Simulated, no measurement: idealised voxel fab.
Documented hereafter: the process module known as voxel tone inversion.
175 nm wide, 5 nm square cells: that's cross-section cut.
Cross-section, as written here: a square-cell grid given band by band from the top down, where a band holds one or more rows of cells.
The entry gives the band's vertical extent as a top height and a bottom height in nm, then its horizontal make-up as materials from left to right, each with a width in nm. "empty" stands for empty space; a single material marked "all across" fills the band edge to edge.
Ref level 0: as-received wafer is one material below here. Bottom band extends down with no lower bound ("0 down").
Width: "30->40" (first number = top row, second number = bottom row, same change from row to row of cells).
It should be understood that the words "no alterations made", when stated for a given step, signify that the cross-section underwent no change in any of its cells during that step.
Listed in "Enclosed void list": every empty space of 8 or more cells without an open way to the top. Form: width x height at distance, the distance being from the left edge, all in nm.
Text after the settings on a step's line: the simulator's own remark on that step.
A step line may carry the setting "overlay nm", which, for steps involving a mask, states the distance by which the mask lay to the right of its intended position; negative values denote displacement to the left.
[Intended process steps]
step 1: RECEIVE [material Si]
step 2: CONFORMAL_DEP [material SiN] [thk nm 5]
step 3: DIRECTIONAL_DEP [material aC] [thk nm 15]
step 4: PATTERN [tone cover] [mask id POSTS] [material resist] [width nm 25] [pitch nm 55] [thk nm 20] [overlay nm 0]
step 5: DIRECTIONAL_ETCH [etch materials aC] [depth nm 15]
step 6: STRIP [etch materials resist]
step 7: FILL_DEP [material lowk] [thk nm 5]
step 8: CMP [height nm 20]
step 9: STRIP [etch materials aC]
step 10: CONFORMAL_DEP [material TiN] [thk nm 5]
step 11: FILL_DEP [material Ru] [thk nm 5]
step 12: CMP [height nm 20]
step 13: CONFORMAL_DEP [material SiCN] [thk nm 5]
[Below: the first of two wafers, run as planned]
[Incoming wafer, cross-sectional view, post step 1]
    0 down  Si all across
    Enclosed void list: none
[Take a look at the wafer's cross-section after step 2]
    5 to 0  SiN all across
    Below 0 it's all the same as before, nothing changed down there.
[Take a look at the wafer's cross-section after step 3]
    20 to 5  aC all across
    Below 5 it's all the same as before, nothing changed down there.
[Take a look at the wafer's cross-section after step 4]
    40 to 20  empty 20 nm  resist 25 nm  empty 30 nm  resist 25 nm  empty 30 nm  resist 25 nm  empty 20 nm
    Below 20 it's all the same as before, nothing changed down there.
[Take a look at the wafer's cross-section after step 5]
    25 to 20  empty 20 nm  resist 25 nm  empty 30 nm  resist 25 nm  empty 30 nm  resist 25 nm  empty 20 nm
    20 to 5  empty 20 nm  aC 25 nm  empty 30 nm  aC 25 nm  empty 30 nm  aC 25 nm  empty 20 nm
    Below 5 it's all the same as before, nothing changed down there.
[Take a look at the wafer's cross-section after step 6]
    20 to 5  empty 20 nm  aC 25 nm  empty 30 nm  aC 25 nm  empty 30 nm  aC 25 nm  empty 20 nm
    Below 5 it's all the same as before, nothing changed down there.
[Take a look at the wafer's cross-section after step 7]
    25 to 20  lowk all across
    20 to 5  lowk 20 nm  aC 25 nm  lowk 30 nm  aC 25 nm  lowk 30 nm  aC 25 nm  lowk 20 nm
    Below 5 it's all the same as before, nothing changed down there.
[Take a look at the wafer's cross-section after step 8]
    20 to 5  lowk 20 nm  aC 25 nm  lowk 30 nm  aC 25 nm  lowk 30 nm  aC 25 nm  lowk 20 nm
    Below 5 it's all the same as before, nothing changed down there.
[Take a look at the wafer's cross-section after step 9]
    20 to 5  lowk 20 nm  empty 25 nm  lowk 30 nm  empty 25 nm  lowk 30 nm  empty 25 nm  lowk 20 nm
    Below 5 it's all the same as before, nothing changed down there.
[Take a look at the wafer's cross-section after step 10]
    25 to 20  TiN 25 nm  empty 15 nm  TiN 40 nm  empty 15 nm  TiN 40 nm  empty 15 nm  TiN 25 nm
    20 to 10  lowk 20 nm  TiN 5 nm  empty 15 nm  TiN 5 nm  lowk 30 nm  TiN 5 nm  empty 15 nm  TiN 5 nm  lowk 30 nm  TiN 5 nm  empty 15 nm  TiN 5 nm  lowk 20 nm
    10 to 5  lowk 20 nm  TiN 25 nm  lowk 30 nm  TiN 25 nm  lowk 30 nm  TiN 25 nm  lowk 20 nm
    Below 5 it's all the same as before, nothing changed down there.
[Take a look at the wafer's cross-section after step 11]
    30 to 25  Ru all across
    25 to 20  TiN 25 nm  Ru 15 nm  TiN 40 nm  Ru 15 nm  TiN 40 nm  Ru 15 nm  TiN 25 nm
    20 to 10  lowk 20 nm  TiN 5 nm  Ru 15 nm  TiN 5 nm  lowk 30 nm  TiN 5 nm  Ru 15 nm  TiN 5 nm  lowk 30 nm  TiN 5 nm  Ru 15 nm  TiN 5 nm  lowk 20 nm
    Below 10 it's all the same as before, nothing changed down there.
[Take a look at the wafer's cross-section after step 12]
    20 to 10  lowk 20 nm  TiN 5 nm  Ru 15 nm  TiN 5 nm  lowk 30 nm  TiN 5 nm  Ru 15 nm  TiN 5 nm  lowk 30 nm  TiN 5 nm  Ru 15 nm  TiN 5 nm  lowk 20 nm
    Below 10 it's all the same as before, nothing changed down there.
[Take a look at the wafer's cross-section after step 13]
    25 to 20  SiCN all across
    Below 20 it's all the same as before, nothing changed down there.
[Second wafer, same starting conditions and recipe as the first, one mistake in executing it, nothing differs from the first up to and including step 3]
[Second wafer, sectioned view, at step 4's planned end time]
    40 to 20  resist 20 nm  empty 25 nm  resist 30 nm  empty 25 nm  resist 30 nm  empty 25 nm  resist 20 nm
    Below 20 it's all the same as before, nothing changed down there.
[Second wafer, sectioned view, at step 5's planned end time]
    25 to 20  resist 20 nm  empty 25 nm  resist 30 nm  empty 25 nm  resist 30 nm  empty 25 nm  resist 20 nm
    20 to 5  aC 20 nm  empty 25 nm  aC 30 nm  empty 25 nm  aC 30 nm  empty 25 nm  aC 20 nm
    Below 5 it's all the same as before, nothing changed down there.
[Second wafer, sectioned view, at step 6's planned end time]
    20 to 5  aC 20 nm  empty 25 nm  aC 30 nm  empty 25 nm  aC 30 nm  empty 25 nm  aC 20 nm
    Below 5 it's all the same as before, nothing changed down there.
[Second wafer, sectioned view, at step 7's planned end time]
    25 to 20  lowk all across
    20 to 5  aC 20 nm  lowk 25 nm  aC 30 nm  lowk 25 nm  aC 30 nm  lowk 25 nm  aC 20 nm
    Below 5 it's all the same as before, nothing changed down there.
[Second wafer, sectioned view, at step 8's planned end time]
    20 to 5  aC 20 nm  lowk 25 nm  aC 30 nm  lowk 25 nm  aC 30 nm  lowk 25 nm  aC 20 nm
    Below 5 it's all the same as before, nothing changed down there.
[Second wafer, sectioned view, at step 9's planned end time]
    20 to 5  empty 20 nm  lowk 25 nm  empty 30 nm  lowk 25 nm  empty 30 nm  lowk 25 nm  empty 20 nm
    Below 5 it's all the same as before, nothing changed down there.
[Second wafer, sectioned view, at step 10's planned end time]
    25 to 20  empty 15 nm  TiN 35 nm  empty 20 nm  TiN 35 nm  empty 20 nm  TiN 35 nm  empty 15 nm
    20 to 10  empty 15 nm  TiN 5 nm  lowk 25 nm  TiN 5 nm  empty 20 nm  TiN 5 nm  lowk 25 nm  TiN 5 nm  empty 20 nm  TiN 5 nm  lowk 25 nm  TiN 5 nm  empty 15 nm
    10 to 5  TiN 20 nm  lowk 25 nm  TiN 30 nm  lowk 25 nm  TiN 30 nm  lowk 25 nm  TiN 20 nm
    Below 5 it's all the same as before, nothing changed down there.
[Second wafer, sectioned view, at step 11's planned end time]
    30 to 25  Ru all across
    25 to 20  Ru 15 nm  TiN 35 nm  Ru 20 nm  TiN 35 nm  Ru 20 nm  TiN 35 nm  Ru 15 nm
    20 to 10  Ru 15 nm  TiN 5 nm  lowk 25 nm  TiN 5 nm  Ru 20 nm  TiN 5 nm  lowk 25 nm  TiN 5 nm  Ru 20 nm  TiN 5 nm  lowk 25 nm  TiN 5 nm  Ru 15 nm
    Below 10 it's all the same as before, nothing changed down there.
[Second wafer, sectioned view, at step 12's planned end time]
    20 to 10  Ru 15 nm  TiN 5 nm  lowk 25 nm  TiN 5 nm  Ru 20 nm  TiN 5 nm  lowk 25 nm  TiN 5 nm  Ru 20 nm  TiN 5 nm  lowk 25 nm  TiN 5 nm  Ru 15 nm
    Below 10 it's all the same as before, nothing changed down there.
[Second wafer, sectioned view, at step 13's planned end time]
    25 to 20  SiCN all across
    Below 20 it's all the same as before, nothing changed down there.
Which mistake was made when the wafer was run? step 4 was run on a setting that differed from the plan, and what really ran there is PATTERN [tone open] [mask id POSTS] [material resist] [width nm 25] [pitch nm 55] [thk nm 20] [overlay nm 0]
The final cell counts differ between the wafers, with the second having more or fewer of some materials than the first: Ru +10; TiN +5; lowk -15
